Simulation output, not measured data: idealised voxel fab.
Process module in this document: voxel lift off
FYI the section here is cut, 190 nm wide, cells are 5 nm squares.
Cross-section spec: square-cell grid; bands listed top down; each band is one or more rows. Within each band entry, the heights of the top and of the bottom of the band appear first, in that order and in nm; the materials of the band then follow from left to right, each with its corresponding width in nm. The designation "everywhere" on a single material indicates that it fills the band from edge to edge; the designation "empty" indicates empty space. Height reference: 0 = level under which incoming wafer is all one material. Lowest band: no bottom, runs on downward, e.g. "0 -> down". The width entry "30->40" should be interpreted row by row: the top row of cells in the band takes the first number, the bottom row takes the second number, and the change between adjacent rows is uniform throughout. "stayed the same" -> step changed no cross-section cell. Entry "Voids lacking openings". Content: empty spaces with no open connection to the top, size 8 cells or greater. Each: width x height at distance. Distance: from left edge. Unit: nm. That trailing text on a step's line, after the settings, is the simulator's own remark on the step. The "overlay nm" setting may appear on a step's line; for a step that uses a mask, it gives how far to the right of its planned position the mask lay, and a negative value indicates the left.

-- List of planned process steps
1) RECEIVE: material Si
2) CONFORMAL_DEP: material Al2O3, thk nm 5
3) PATTERN: tone open, mask id LINES, material resist, width nm 30, pitch nm 60, thk nm 20, overlay nm 0
4) DIRECTIONAL_DEP: material Ru, thk nm 5
5) STRIP: etch materials resist
6) CONFORMAL_DEP: material SiCN, thk nm 10

-- What follows covers the first of two wafers; it ran as planned

-- As-received state of the wafer in cross-section, equivalent to post-step 1
> 0 -> down: Si everywhere
> Voids lacking openings: none

-- Take a look at the wafer's cross-section after step 2
> 5 -> 0: Al2O3 everywhere
> Note: structure below 0 unchanged.

-- Take a look at the wafer's cross-section after step 3
> 25 -> 5: resist: 50 | empty: 30 | resist: 30 | empty: 30 | resist: 50
> Note: structure below 5 unchanged.

-- Take a look at the wafer's cross-section after step 4
> 30 -> 25: Ru: 50 | empty: 30 | Ru: 30 | empty: 30 | Ru: 50
> 25 -> 10: resist: 50 | empty: 30 | resist: 30 | empty: 30 | resist: 50
> 10 -> 5: resist: 50 | Ru: 30 | resist: 30 | Ru: 30 | resist: 50
> Note: structure below 5 unchanged.

-- Take a look at the wafer's cross-section after step 5
> 10 -> 5: empty: 50 | Ru: 30 | empty: 30 | Ru: 30 | empty: 50
> Note: structure below 5 unchanged.

-- Take a look at the wafer's cross-section after step 6
> 20 -> 15: empty: 40 | SiCN: 50 | empty: 10 | SiCN: 50 | empty: 40
> 15 -> 10: SiCN everywhere
> 10 -> 5: SiCN: 50 | Ru: 30 | SiCN: 30 | Ru: 30 | SiCN: 50
> Note: structure below 5 unchanged.

-- What follows concerns the second wafer, which started out like the first and was meant to follow the very same plan; one mistake crept in when it was run, but everything up to and including step 5 is the same as for the first wafer

-- Planned end of step 6: second wafer, cross-section
> 20 -> 15: empty: 40 | Al2O3: 50 | empty: 10 | Al2O3: 50 | empty: 40
> 15 -> 10: Al2O3 everywhere
> 10 -> 5: Al2O3: 50 | Ru: 30 | Al2O3: 30 | Ru: 30 | Al2O3: 50
> Note: structure below 5 unchanged.
Run error: contrary to plan, step 6 was performed as CONFORMAL_DEP: material Al2O3, thk nm 10
Materials where the second wafer ends with more or fewer cells than the first: +84 Al2O3 | -84 SiCN
